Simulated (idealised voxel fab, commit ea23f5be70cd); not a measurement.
process module | voxel air gaps
cross-section cut | 270 nm wide | cells 5 nm
A cross-section is a grid of square cells, given in bands from the top down. A band is one or more rows of cells.
Each band's line starts with the height of the band's top and of its bottom, in nm. Then come its materials from left to right, each with its width in nm. One material with "throughout" fills the band from edge to edge. "air" is empty space.
Height 0 is the level under which the wafer as received is all one material. The lowest band goes on downwards, as in "0 down".
A width such as "30 to 40" changes by the same amount from each row of cells to the next, from the band's top row to its bottom row.
"no change" after a step means that no cell of the cross-section changed.
closed voids: empty space of 8 cells or more with no open way to the top, each as width x height at its distance from the left edge, in nm
after a step's settings: what the simulator itself notes on the step
overlay nm, on a step with a mask: how far to the right of its planned place the mask lay; to the left if negative
plan
1 op RECEIVE | material Si
2 op CONFORMAL_DEP | material SiO2 | thk nm 15
3 op CONFORMAL_DEP | material SiCN | thk nm 5
4 op DIRECTIONAL_DEP | material SiO2 | thk nm 30
5 op PATTERN | tone open | mask id LINES | material resist | width nm 25 | pitch nm 50 | thk nm 20 | overlay nm 0
6 op DIRECTIONAL_ETCH | etch materials SiO2 | depth nm 30
7 op STRIP | etch materials resist
8 op CONFORMAL_DEP | material TiN | thk nm 5
9 op FILL_DEP | material Ru | thk nm 10
10 op CMP | height nm 50
11 op EPI | material Ru | thk nm 10
12 op SELECTIVE_ETCH | etch materials SiO2 | depth nm 40
13 op CONFORMAL_DEP | material SiCN | thk nm 5
first wafer, as planned
as received, after step 1
  0 down: Si throughout
  closed voids: none
after step 2
  15 to 0: SiO2 throughout
  below 0: unchanged
after step 3
  20 to 15: SiCN throughout
  below 15: unchanged
after step 4
  50 to 20: SiO2 throughout
  below 20: unchanged
after step 5
  70 to 50: resist 45 | air 25 | resist 25 | air 25 | resist 25 | air 25 | resist 25 | air 25 | resist 50
  below 50: unchanged
after step 6
  70 to 50: resist 45 | air 25 | resist 25 | air 25 | resist 25 | air 25 | resist 25 | air 25 | resist 50
  50 to 20: SiO2 45 | air 25 | SiO2 25 | air 25 | SiO2 25 | air 25 | SiO2 25 | air 25 | SiO2 50
  below 20: unchanged
after step 7
  50 to 20: SiO2 45 | air 25 | SiO2 25 | air 25 | SiO2 25 | air 25 | SiO2 25 | air 25 | SiO2 50
  below 20: unchanged
after step 8
  55 to 50: TiN 50 | air 15 | TiN 35 | air 15 | TiN 35 | air 15 | TiN 35 | air 15 | TiN 55
  50 to 25: SiO2 45 | TiN 5 | air 15 | TiN 5 | SiO2 25 | TiN 5 | air 15 | TiN 5 | SiO2 25 | TiN 5 | air 15 | TiN 5 | SiO2 25 | TiN 5 | air 15 | TiN 5 | SiO2 50
  25 to 20: SiO2 45 | TiN 25 | SiO2 25 | TiN 25 | SiO2 25 | TiN 25 | SiO2 25 | TiN 25 | SiO2 50
  below 20: unchanged
after step 9
  65 to 55: Ru throughout
  55 to 50: TiN 50 | Ru 15 | TiN 35 | Ru 15 | TiN 35 | Ru 15 | TiN 35 | Ru 15 | TiN 55
  50 to 25: SiO2 45 | TiN 5 | Ru 15 | TiN 5 | SiO2 25 | TiN 5 | Ru 15 | TiN 5 | SiO2 25 | TiN 5 | Ru 15 | TiN 5 | SiO2 25 | TiN 5 | Ru 15 | TiN 5 | SiO2 50
  below 25: unchanged
after step 10
  50 to 25: SiO2 45 | TiN 5 | Ru 15 | TiN 5 | SiO2 25 | TiN 5 | Ru 15 | TiN 5 | SiO2 25 | TiN 5 | Ru 15 | TiN 5 | SiO2 25 | TiN 5 | Ru 15 | TiN 5 | SiO2 50
  below 25: unchanged
after step 11
  60 to 50: air 35 | Ru 45 | air 5 | Ru 45 | air 5 | Ru 45 | air 5 | Ru 45 | air 40
  below 50: unchanged
after step 12
  60 to 50: air 35 | Ru 45 | air 5 | Ru 45 | air 5 | Ru 45 | air 5 | Ru 45 | air 40
  50 to 25: air 45 | TiN 5 | Ru 15 | TiN 5 | air 25 | TiN 5 | Ru 15 | TiN 5 | air 25 | TiN 5 | Ru 15 | TiN 5 | air 25 | TiN 5 | Ru 15 | TiN 5 | air 50
  25 to 20: air 45 | TiN 25 | air 25 | TiN 25 | air 25 | TiN 25 | air 25 | TiN 25 | air 50
  below 20: unchanged
after step 13
  65 to 60: air 30 | SiCN 205 | air 35
  60 to 50: air 30 | SiCN 5 | Ru 45 | SiCN 5 | Ru 45 | SiCN 5 | Ru 45 | SiCN 5 | Ru 45 | SiCN 5 | air 35
  50 to 45: air 30 | SiCN 15 | TiN 5 | Ru 15 | TiN 5 | SiCN 25 | TiN 5 | Ru 15 | TiN 5 | SiCN 25 | TiN 5 | Ru 15 | TiN 5 | SiCN 25 | TiN 5 | Ru 15 | TiN 5 | SiCN 15 | air 35
  45 to 25: air 40 | SiCN 5 | TiN 5 | Ru 15 | TiN 5 | SiCN 5 | air 15 | SiCN 5 | TiN 5 | Ru 15 | TiN 5 | SiCN 5 | air 15 | SiCN 5 | TiN 5 | Ru 15 | TiN 5 | SiCN 5 | air 15 | SiCN 5 | TiN 5 | Ru 15 | TiN 5 | SiCN 5 | air 45
  25 to 20: SiCN 45 | TiN 25 | SiCN 25 | TiN 25 | SiCN 25 | TiN 25 | SiCN 25 | TiN 25 | SiCN 50
  below 20: unchanged
  closed voids: 15 x 20 at 75; 15 x 20 at 125; 15 x 20 at 175
second wafer: like start, like plan, one mistake. Through step 4 it matches the first wafer
when step 5 should have ended
  70 to 50: resist 45 | air 30 | resist 20 | air 30 | resist 20 | air 30 | resist 20 | air 30 | resist 45
  below 50: unchanged
when step 6 should have ended
  70 to 50: resist 45 | air 30 | resist 20 | air 30 | resist 20 | air 30 | resist 20 | air 30 | resist 45
  50 to 20: SiO2 45 | air 30 | SiO2 20 | air 30 | SiO2 20 | air 30 | SiO2 20 | air 30 | SiO2 45
  below 20: unchanged
when step 7 should have ended
  50 to 20: SiO2 45 | air 30 | SiO2 20 | air 30 | SiO2 20 | air 30 | SiO2 20 | air 30 | SiO2 45
  below 20: unchanged
when step 8 should have ended
  55 to 50: TiN 50 | air 20 | TiN 30 | air 20 | TiN 30 | air 20 | TiN 30 | air 20 | TiN 50
  50 to 25: SiO2 45 | TiN 5 | air 20 | TiN 5 | SiO2 20 | TiN 5 | air 20 | TiN 5 | SiO2 20 | TiN 5 | air 20 | TiN 5 | SiO2 20 | TiN 5 | air 20 | TiN 5 | SiO2 45
  25 to 20: SiO2 45 | TiN 30 | SiO2 20 | TiN 30 | SiO2 20 | TiN 30 | SiO2 20 | TiN 30 | SiO2 45
  below 20: unchanged
when step 9 should have ended
  65 to 55: Ru throughout
  55 to 50: TiN 50 | Ru 20 | TiN 30 | Ru 20 | TiN 30 | Ru 20 | TiN 30 | Ru 20 | TiN 50
  50 to 25: SiO2 45 | TiN 5 | Ru 20 | TiN 5 | SiO2 20 | TiN 5 | Ru 20 | TiN 5 | SiO2 20 | TiN 5 | Ru 20 | TiN 5 | SiO2 20 | TiN 5 | Ru 20 | TiN 5 | SiO2 45
  below 25: unchanged
when step 10 should have ended
  50 to 25: SiO2 45 | TiN 5 | Ru 20 | TiN 5 | SiO2 20 | TiN 5 | Ru 20 | TiN 5 | SiO2 20 | TiN 5 | Ru 20 | TiN 5 | SiO2 20 | TiN 5 | Ru 20 | TiN 5 | SiO2 45
  below 25: unchanged
when step 11 should have ended
  60 to 50: air 35 | Ru 200 | air 35
  below 50: unchanged
when step 12 should have ended
  60 to 50: air 35 | Ru 200 | air 35
  50 to 25: air 45 | TiN 5 | Ru 20 | TiN 5 | SiO2 20 | TiN 5 | Ru 20 | TiN 5 | SiO2 20 | TiN 5 | Ru 20 | TiN 5 | SiO2 20 | TiN 5 | Ru 20 | TiN 5 | air 45
  25 to 20: air 45 | TiN 30 | SiO2 20 | TiN 30 | SiO2 20 | TiN 30 | SiO2 20 | TiN 30 | air 45
  below 20: unchanged
when step 13 should have ended
  65 to 60: air 30 | SiCN 210 | air 30
  60 to 50: air 30 | SiCN 5 | Ru 200 | SiCN 5 | air 30
  50 to 45: air 30 | SiCN 15 | TiN 5 | Ru 20 | TiN 5 | SiO2 20 | TiN 5 | Ru 20 | TiN 5 | SiO2 20 | TiN 5 | Ru 20 | TiN 5 | SiO2 20 | TiN 5 | Ru 20 | TiN 5 | SiCN 15 | air 30
  45 to 25: air 40 | SiCN 5 | TiN 5 | Ru 20 | TiN 5 | SiO2 20 | TiN 5 | Ru 20 | TiN 5 | SiO2 20 | TiN 5 | Ru 20 | TiN 5 | SiO2 20 | TiN 5 | Ru 20 | TiN 5 | SiCN 5 | air 40
  25 to 20: SiCN 45 | TiN 30 | SiO2 20 | TiN 30 | SiO2 20 | TiN 30 | SiO2 20 | TiN 30 | SiCN 45
  below 20: unchanged
what went wrong: step 5 ran as: op PATTERN | tone open | mask id LINES | material resist | width nm 30 | pitch nm 50 | thk nm 20 | overlay nm 0
at the end the second wafer has, in cells: 28 more of Ru | 60 fewer of SiCN | 72 more of SiO2 | 4 more of TiN
closed voids at the end (first wafer, second wafer): 3, 0
